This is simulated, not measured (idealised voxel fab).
process module | voxel transistor to metal
cross-section cut | 145 nm wide | cells 5 nm
A cross-section is a grid of square cells, given in bands from the top down. A band is one or more rows of cells.
Each band's line starts with the height of the band's top and of its bottom, in nm. Then come its materials from left to right, each with its width in nm. One material with "throughout" fills the band from edge to edge. "air" is empty space.
Height 0 is the level under which the wafer as received is all one material. The lowest band goes on downwards, as in "0 down".
A width such as "30 to 40" changes by the same amount from each row of cells to the next, from the band's top row to its bottom row.
"no change" after a step means that no cell of the cross-section changed.
closed voids: empty space of 8 cells or more with no open way to the top, each as width x height at its distance from the left edge, in nm
after a step's settings: what the simulator itself notes on the step
overlay nm, on a step with a mask: how far to the right of its planned place the mask lay; to the left if negative
plan
1 op RECEIVE | material Si
2 op OXIDIZE | depth nm 5
3 op CONFORMAL_DEP | material SiN | thk nm 15
4 op DIRECTIONAL_DEP | material aC | thk nm 10
5 op PATTERN | tone cover | mask id ACTIVE | material resist | width nm 100 | thk nm 30 | overlay nm 0
6 op DIRECTIONAL_ETCH | etch materials aC | depth nm 10
7 op STRIP | etch materials resist
8 op DIRECTIONAL_ETCH | etch materials SiN | depth nm 15
9 op DIRECTIONAL_ETCH | etch materials SiO2 | depth nm 5
10 op DIRECTIONAL_ETCH | etch materials Si | depth nm 25
11 op STRIP | etch materials aC
12 op FILL_DEP | material SiO2 | thk nm 15
13 op CMP | height nm 15
14 op SELECTIVE_ETCH | etch materials SiO2 | depth nm 10
15 op STRIP | etch materials SiN
16 op SELECTIVE_ETCH | etch materials SiO2 | depth nm 5
17 op OXIDIZE | depth nm 5
18 op DIRECTIONAL_DEP | material polySi | thk nm 20
19 op DIRECTIONAL_DEP | material SiCN | thk nm 15
20 op PATTERN | tone cover | mask id GATE | material resist | width nm 20 | thk nm 15 | overlay nm 0
21 op DIRECTIONAL_ETCH | etch materials SiCN | depth nm 25
22 op DIRECTIONAL_ETCH | etch materials polySi | depth nm 30
23 op STRIP | etch materials resist
24 op CONFORMAL_DEP | material SiO2 | thk nm 5
25 op DIRECTIONAL_ETCH | etch materials SiO2 | depth nm 5
26 op CONFORMAL_DEP | material SiN | thk nm 5
27 op DIRECTIONAL_ETCH | etch materials SiN | depth nm 5
28 op DIRECTIONAL_ETCH | etch materials SiO2 | depth nm 5
29 op DIRECTIONAL_ETCH | etch materials Si | depth nm 10
30 op EPI | material nSi | thk nm 10
31 op FILL_DEP | material SiO2 | thk nm 5
32 op CMP | height nm 30
33 op DIRECTIONAL_DEP | material SiO2 | thk nm 10
34 op PATTERN | tone open | mask id CONTACT | material resist | width nm 30 | pitch nm 60 | thk nm 20 | overlay nm 0
35 op DIRECTIONAL_ETCH | etch materials SiO2 | depth nm 50
36 op STRIP | etch materials resist
37 op CONFORMAL_DEP | material TiN | thk nm 5
38 op FILL_DEP | material W | thk nm 10
39 op CMP | height nm 40
40 op CONFORMAL_DEP | material SiCN | thk nm 5
41 op DIRECTIONAL_DEP | material lowk | thk nm 15
42 op PATTERN | tone open | mask id METAL_1 | material resist | width nm 20 | pitch nm 70 | thk nm 15 | overlay nm 0
43 op DIRECTIONAL_ETCH | etch materials lowk | depth nm 15
44 op DIRECTIONAL_ETCH | etch materials SiCN | depth nm 5
45 op STRIP | etch materials resist
46 op CONFORMAL_DEP | material TiN | thk nm 5
47 op FILL_DEP | material Cu | thk nm 10
48 op CMP | height nm 60
49 op CONFORMAL_DEP | material SiCN | thk nm 5
50 op DIRECTIONAL_DEP | material SiO2 | thk nm 35
51 op DIRECTIONAL_DEP | material aC | thk nm 10
52 op PATTERN | tone open | mask id METAL_2_HOLES | material resist | width nm 15 | pitch nm 70 | thk nm 25 | overlay nm 0
53 op DIRECTIONAL_ETCH | etch materials aC | depth nm 10
54 op STRIP | etch materials resist
55 op DIRECTIONAL_ETCH | etch materials SiO2 | depth nm 35
56 op STRIP | etch materials aC
57 op PATTERN | tone open | mask id METAL_2 | material resist | width nm 20 | pitch nm 70 | thk nm 15 | overlay nm 0
58 op DIRECTIONAL_ETCH | etch materials SiO2 | depth nm 20
59 op DIRECTIONAL_ETCH | etch materials SiCN | depth nm 5
60 op STRIP | etch materials resist
61 op CONFORMAL_DEP | material TiN | thk nm 5
62 op FILL_DEP | material Cu | thk nm 10
63 op CMP | height nm 100
64 op CONFORMAL_DEP | material SiN | thk nm 5
first wafer, as planned
as received, after step 1
  0 down: Si throughout
  closed voids: none
after step 2
  0 to -5: SiO2 throughout
  below -5: unchanged
after step 3
  15 to 0: SiN throughout
  below 0: unchanged
after step 4
  25 to 15: aC throughout
  below 15: unchanged
after step 5
  55 to 25: air 20 | resist 100 | air 25
  below 25: unchanged
after step 6
  45 to 25: air 20 | resist 100 | air 25
  25 to 15: air 20 | aC 100 | air 25
  below 15: unchanged
after step 7
  25 to 15: air 20 | aC 100 | air 25
  below 15: unchanged
after step 8
  25 to 15: air 20 | aC 100 | air 25
  15 to 0: air 20 | SiN 100 | air 25
  below 0: unchanged
after step 9
  25 to 15: air 20 | aC 100 | air 25
  15 to 0: air 20 | SiN 100 | air 25
  0 to -5: air 20 | SiO2 100 | air 25
  below -5: unchanged
after step 10
  25 to 15: air 20 | aC 100 | air 25
  15 to 0: air 20 | SiN 100 | air 25
  0 to -5: air 20 | SiO2 100 | air 25
  -5 to -30: air 20 | Si 100 | air 25
  below -30: unchanged
after step 11
  15 to 0: air 20 | SiN 100 | air 25
  below 0: unchanged
after step 12
  30 to 15: SiO2 throughout
  15 to 0: SiO2 20 | SiN 100 | SiO2 25
  0 to -5: SiO2 throughout
  -5 to -30: SiO2 20 | Si 100 | SiO2 25
  below -30: unchanged
after step 13
  15 to 0: SiO2 20 | SiN 100 | SiO2 25
  below 0: unchanged
after step 14
  15 to 5: air 20 | SiN 100 | air 25
  below 5: unchanged
after step 15
  5 to 0: SiO2 20 | air 100 | SiO2 25
  below 0: unchanged
after step 16
  0 to -5: SiO2 15 | air 110 | SiO2 20
  below -5: unchanged
after step 17
  0 to -5: SiO2 15 | air 110 | SiO2 20
  -5 to -10: SiO2 throughout
  below -10: unchanged
after step 18
  20 to 15: polySi 15 | air 110 | polySi 20
  15 to 0: polySi throughout
  0 to -5: SiO2 15 | polySi 110 | SiO2 20
  below -5: unchanged
after step 19
  35 to 30: SiCN 15 | air 110 | SiCN 20
  30 to 20: SiCN throughout
  20 to 15: polySi 15 | SiCN 110 | polySi 20
  below 15: unchanged
after step 20
  50 to 35: air 60 | resist 20 | air 65
  35 to 30: SiCN 15 | air 45 | resist 20 | air 45 | SiCN 20
  below 30: unchanged
after step 21
  50 to 30: air 60 | resist 20 | air 65
  30 to 20: air 60 | SiCN 20 | air 65
  20 to 15: polySi 15 | air 45 | SiCN 20 | air 45 | polySi 20
  below 15: unchanged
after step 22
  50 to 30: air 60 | resist 20 | air 65
  30 to 15: air 60 | SiCN 20 | air 65
  15 to 0: air 60 | polySi 20 | air 65
  0 to -5: SiO2 15 | air 45 | polySi 20 | air 45 | SiO2 20
  below -5: unchanged
after step 23
  30 to 15: air 60 | SiCN 20 | air 65
  below 15: unchanged
after step 24
  35 to 30: air 55 | SiO2 30 | air 60
  30 to 15: air 55 | SiO2 5 | SiCN 20 | SiO2 5 | air 60
  15 to 5: air 55 | SiO2 5 | polySi 20 | SiO2 5 | air 60
  5 to 0: SiO2 20 | air 35 | SiO2 5 | polySi 20 | SiO2 5 | air 35 | SiO2 25
  0 to -5: SiO2 60 | polySi 20 | SiO2 65
  below -5: unchanged
after step 25
  30 to 15: air 55 | SiO2 5 | SiCN 20 | SiO2 5 | air 60
  15 to 0: air 55 | SiO2 5 | polySi 20 | SiO2 5 | air 60
  0 to -5: SiO2 20 | air 35 | SiO2 5 | polySi 20 | SiO2 5 | air 35 | SiO2 25
  below -5: unchanged
after step 26
  35 to 30: air 50 | SiN 40 | air 55
  30 to 15: air 50 | SiN 5 | SiO2 5 | SiCN 20 | SiO2 5 | SiN 5 | air 55
  15 to 5: air 50 | SiN 5 | SiO2 5 | polySi 20 | SiO2 5 | SiN 5 | air 55
  5 to 0: SiN 25 | air 25 | SiN 5 | SiO2 5 | polySi 20 | SiO2 5 | SiN 5 | air 25 | SiN 30
  0 to -5: SiO2 20 | SiN 35 | SiO2 5 | polySi 20 | SiO2 5 | SiN 35 | SiO2 25
  below -5: unchanged
after step 27
  30 to 15: air 50 | SiN 5 | SiO2 5 | SiCN 20 | SiO2 5 | SiN 5 | air 55
  15 to 0: air 50 | SiN 5 | SiO2 5 | polySi 20 | SiO2 5 | SiN 5 | air 55
  0 to -5: SiO2 20 | SiN 5 | air 25 | SiN 5 | SiO2 5 | polySi 20 | SiO2 5 | SiN 5 | air 25 | SiN 5 | SiO2 25
  below -5: unchanged
after step 28
  30 to 25: air 50 | SiN 5 | air 5 | SiCN 20 | air 5 | SiN 5 | air 55
  25 to 15: air 50 | SiN 5 | SiO2 5 | SiCN 20 | SiO2 5 | SiN 5 | air 55
  15 to 0: air 50 | SiN 5 | SiO2 5 | polySi 20 | SiO2 5 | SiN 5 | air 55
  0 to -5: air 20 | SiN 5 | air 25 | SiN 5 | SiO2 5 | polySi 20 | SiO2 5 | SiN 5 | air 25 | SiN 5 | air 25
  -5 to -10: SiO2 25 | air 25 | SiO2 40 | air 25 | SiO2 30
  below -10: unchanged
after step 29
  30 to 25: air 50 | SiN 5 | air 5 | SiCN 20 | air 5 | SiN 5 | air 55
  25 to 15: air 50 | SiN 5 | SiO2 5 | SiCN 20 | SiO2 5 | SiN 5 | air 55
  15 to 0: air 50 | SiN 5 | SiO2 5 | polySi 20 | SiO2 5 | SiN 5 | air 55
  0 to -5: air 20 | SiN 5 | air 25 | SiN 5 | SiO2 5 | polySi 20 | SiO2 5 | SiN 5 | air 25 | SiN 5 | air 25
  -5 to -10: SiO2 25 | air 25 | SiO2 40 | air 25 | SiO2 30
  -10 to -20: SiO2 20 | Si 5 | air 25 | Si 40 | air 25 | Si 5 | SiO2 25
  below -20: unchanged
after step 30
  30 to 25: air 50 | SiN 5 | air 5 | SiCN 20 | air 5 | SiN 5 | air 55
  25 to 15: air 50 | SiN 5 | SiO2 5 | SiCN 20 | SiO2 5 | SiN 5 | air 55
  15 to 0: air 50 | SiN 5 | SiO2 5 | polySi 20 | SiO2 5 | SiN 5 | air 55
  0 to -5: air 20 | SiN 5 | nSi 10 | air 5 | nSi 10 | SiN 5 | SiO2 5 | polySi 20 | SiO2 5 | SiN 5 | nSi 10 | air 5 | nSi 10 | SiN 5 | air 25
  -5 to -10: SiO2 25 | nSi 10 | air 5 | nSi 10 | SiO2 40 | nSi 10 | air 5 | nSi 10 | SiO2 30
  -10 to -20: SiO2 20 | Si 5 | nSi 25 | Si 40 | nSi 25 | Si 5 | SiO2 25
  below -20: unchanged
after step 31
  35 to 30: SiO2 throughout
  30 to 15: SiO2 50 | SiN 5 | SiO2 5 | SiCN 20 | SiO2 5 | SiN 5 | SiO2 55
  15 to 0: SiO2 50 | SiN 5 | SiO2 5 | polySi 20 | SiO2 5 | SiN 5 | SiO2 55
  0 to -5: SiO2 20 | SiN 5 | nSi 10 | SiO2 5 | nSi 10 | SiN 5 | SiO2 5 | polySi 20 | SiO2 5 | SiN 5 | nSi 10 | SiO2 5 | nSi 10 | SiN 5 | SiO2 25
  -5 to -10: SiO2 25 | nSi 10 | SiO2 5 | nSi 10 | SiO2 40 | nSi 10 | SiO2 5 | nSi 10 | SiO2 30
  below -10: unchanged
after step 32
  30 to 15: SiO2 50 | SiN 5 | SiO2 5 | SiCN 20 | SiO2 5 | SiN 5 | SiO2 55
  below 15: unchanged
after step 33
  40 to 30: SiO2 throughout
  below 30: unchanged
after step 34
  60 to 40: resist 25 | air 30 | resist 30 | air 30 | resist 30
  below 40: unchanged
after step 35
  60 to 40: resist 25 | air 30 | resist 30 | air 30 | resist 30
  40 to 30: SiO2 25 | air 30 | SiO2 30 | air 30 | SiO2 30
  30 to 15: SiO2 25 | air 25 | SiN 5 | SiO2 5 | SiCN 20 | SiO2 5 | SiN 5 | air 25 | SiO2 30
  15 to 0: SiO2 25 | air 25 | SiN 5 | SiO2 5 | polySi 20 | SiO2 5 | SiN 5 | air 25 | SiO2 30
  0 to -5: SiO2 20 | SiN 5 | nSi 10 | air 5 | nSi 10 | SiN 5 | SiO2 5 | polySi 20 | SiO2 5 | SiN 5 | nSi 10 | air 5 | nSi 10 | SiN 5 | SiO2 25
  -5 to -10: SiO2 25 | nSi 10 | air 5 | nSi 10 | SiO2 40 | nSi 10 | air 5 | nSi 10 | SiO2 30
  below -10: unchanged
after step 36
  40 to 30: SiO2 25 | air 30 | SiO2 30 | air 30 | SiO2 30
  below 30: unchanged
after step 37
  45 to 40: TiN 30 | air 20 | TiN 40 | air 20 | TiN 35
  40 to 30: SiO2 25 | TiN 5 | air 20 to 15 | TiN 5 to 10 | SiO2 30 | TiN 5 to 10 | air 20 to 15 | TiN 5 | SiO2 30
  30 to 15: SiO2 25 | TiN 5 | air 15 | TiN 5 | SiN 5 | SiO2 5 | SiCN 20 | SiO2 5 | SiN 5 | TiN 5 | air 15 | TiN 5 | SiO2 30
  15 to 5: SiO2 25 | TiN 5 | air 15 | TiN 5 | SiN 5 | SiO2 5 | polySi 20 | SiO2 5 | SiN 5 | TiN 5 | air 15 | TiN 5 | SiO2 30
  5 to 0: SiO2 25 | TiN 25 | SiN 5 | SiO2 5 | polySi 20 | SiO2 5 | SiN 5 | TiN 25 | SiO2 30
  0 to -5: SiO2 20 | SiN 5 | nSi 10 | TiN 5 | nSi 10 | SiN 5 | SiO2 5 | polySi 20 | SiO2 5 | SiN 5 | nSi 10 | TiN 5 | nSi 10 | SiN 5 | SiO2 25
  -5 to -10: SiO2 25 | nSi 10 | TiN 5 | nSi 10 | SiO2 40 | nSi 10 | TiN 5 | nSi 10 | SiO2 30
  below -10: unchanged
after step 38
  55 to 45: W throughout
  45 to 40: TiN 30 | W 20 | TiN 40 | W 20 | TiN 35
  40 to 30: SiO2 25 | TiN 5 | W 20 to 15 | TiN 5 to 10 | SiO2 30 | TiN 5 to 10 | W 20 to 15 | TiN 5 | SiO2 30
  30 to 15: SiO2 25 | TiN 5 | W 15 | TiN 5 | SiN 5 | SiO2 5 | SiCN 20 | SiO2 5 | SiN 5 | TiN 5 | W 15 | TiN 5 | SiO2 30
  15 to 5: SiO2 25 | TiN 5 | W 15 | TiN 5 | SiN 5 | SiO2 5 | polySi 20 | SiO2 5 | SiN 5 | TiN 5 | W 15 | TiN 5 | SiO2 30
  below 5: unchanged
after step 39
  40 to 30: SiO2 25 | TiN 5 | W 20 to 15 | TiN 5 to 10 | SiO2 30 | TiN 5 to 10 | W 20 to 15 | TiN 5 | SiO2 30
  below 30: unchanged
after step 40
  45 to 40: SiCN throughout
  below 40: unchanged
after step 41
  60 to 45: lowk throughout
  below 45: unchanged
after step 42
  75 to 60: resist 25 | air 20 | resist 50 | air 20 | resist 30
  below 60: unchanged
after step 43
  75 to 60: resist 25 | air 20 | resist 50 | air 20 | resist 30
  60 to 45: lowk 25 | air 20 | lowk 50 | air 20 | lowk 30
  below 45: unchanged
after step 44
  75 to 60: resist 25 | air 20 | resist 50 | air 20 | resist 30
  60 to 45: lowk 25 | air 20 | lowk 50 | air 20 | lowk 30
  45 to 40: SiCN 25 | air 20 | SiCN 50 | air 20 | SiCN 30
  below 40: unchanged
after step 45
  60 to 45: lowk 25 | air 20 | lowk 50 | air 20 | lowk 30
  below 45: unchanged
after step 46
  65 to 60: TiN 30 | air 10 | TiN 60 | air 10 | TiN 35
  60 to 45: lowk 25 | TiN 5 | air 10 | TiN 5 | lowk 50 | TiN 5 | air 10 | TiN 5 | lowk 30
  45 to 40: SiCN 25 | TiN 20 | SiCN 50 | TiN 20 | SiCN 30
  below 40: unchanged
after step 47
  75 to 65: Cu throughout
  65 to 60: TiN 30 | Cu 10 | TiN 60 | Cu 10 | TiN 35
  60 to 45: lowk 25 | TiN 5 | Cu 10 | TiN 5 | lowk 50 | TiN 5 | Cu 10 | TiN 5 | lowk 30
  below 45: unchanged
after step 48
  60 to 45: lowk 25 | TiN 5 | Cu 10 | TiN 5 | lowk 50 | TiN 5 | Cu 10 | TiN 5 | lowk 30
  below 45: unchanged
after step 49
  65 to 60: SiCN throughout
  below 60: unchanged
after step 50
  100 to 65: SiO2 throughout
  below 65: unchanged
after step 51
  110 to 100: aC throughout
  below 100: unchanged
after step 52
  135 to 110: resist 25 | air 15 | resist 55 | air 15 | resist 35
  below 110: unchanged
after step 53
  125 to 110: resist 25 | air 15 | resist 55 | air 15 | resist 35
  110 to 100: aC 25 | air 15 | aC 55 | air 15 | aC 35
  below 100: unchanged
after step 54
  110 to 100: aC 25 | air 15 | aC 55 | air 15 | aC 35
  below 100: unchanged
after step 55
  110 to 100: aC 25 | air 15 | aC 55 | air 15 | aC 35
  100 to 65: SiO2 25 | air 15 | SiO2 55 | air 15 | SiO2 35
  below 65: unchanged
after step 56
  100 to 65: SiO2 25 | air 15 | SiO2 55 | air 15 | SiO2 35
  below 65: unchanged
after step 57
  115 to 100: resist 25 | air 20 | resist 50 | air 20 | resist 30
  below 100: unchanged
after step 58
  115 to 100: resist 25 | air 20 | resist 50 | air 20 | resist 30
  100 to 80: SiO2 25 | air 20 | SiO2 50 | air 20 | SiO2 30
  below 80: unchanged
after step 59
  115 to 100: resist 25 | air 20 | resist 50 | air 20 | resist 30
  100 to 80: SiO2 25 | air 20 | SiO2 50 | air 20 | SiO2 30
  80 to 65: SiO2 25 | air 15 | SiO2 55 | air 15 | SiO2 35
  65 to 60: SiCN 25 | air 15 | SiCN 55 | air 15 | SiCN 35
  below 60: unchanged
after step 60
  100 to 80: SiO2 25 | air 20 | SiO2 50 | air 20 | SiO2 30
  below 80: unchanged
after step 61
  105 to 100: TiN 30 | air 10 | TiN 60 | air 10 | TiN 35
  100 to 85: SiO2 25 | TiN 5 | air 10 | TiN 5 | SiO2 50 | TiN 5 | air 10 | TiN 5 | SiO2 30
  85 to 80: SiO2 25 | TiN 5 | air 5 | TiN 10 | SiO2 50 | TiN 5 | air 5 | TiN 10 | SiO2 30
  80 to 65: SiO2 25 | TiN 5 | air 5 | TiN 5 | SiO2 55 | TiN 5 | air 5 | TiN 5 | SiO2 35
  65 to 60: SiCN 25 | TiN 15 | SiCN 55 | TiN 15 | SiCN 35
  below 60: unchanged
after step 62
  115 to 105: Cu throughout
  105 to 100: TiN 30 | Cu 10 | TiN 60 | Cu 10 | TiN 35
  100 to 85: SiO2 25 | TiN 5 | Cu 10 | TiN 5 | SiO2 50 | TiN 5 | Cu 10 | TiN 5 | SiO2 30
  85 to 80: SiO2 25 | TiN 5 | Cu 5 | TiN 10 | SiO2 50 | TiN 5 | Cu 5 | TiN 10 | SiO2 30
  80 to 65: SiO2 25 | TiN 5 | Cu 5 | TiN 5 | SiO2 55 | TiN 5 | Cu 5 | TiN 5 | SiO2 35
  below 65: unchanged
after step 63
  100 to 85: SiO2 25 | TiN 5 | Cu 10 | TiN 5 | SiO2 50 | TiN 5 | Cu 10 | TiN 5 | SiO2 30
  below 85: unchanged
after step 64
  105 to 100: SiN throughout
  below 100: unchanged
second wafer: like start, like plan, one mistake. Through step 62 it matches the first wafer
when step 63 should have ended: no change
when step 64 should have ended
  120 to 115: SiN throughout
  below 115: unchanged
what went wrong: step 63 was left out
at the end the second wafer has, in cells: 62 more of Cu | 25 more of TiN
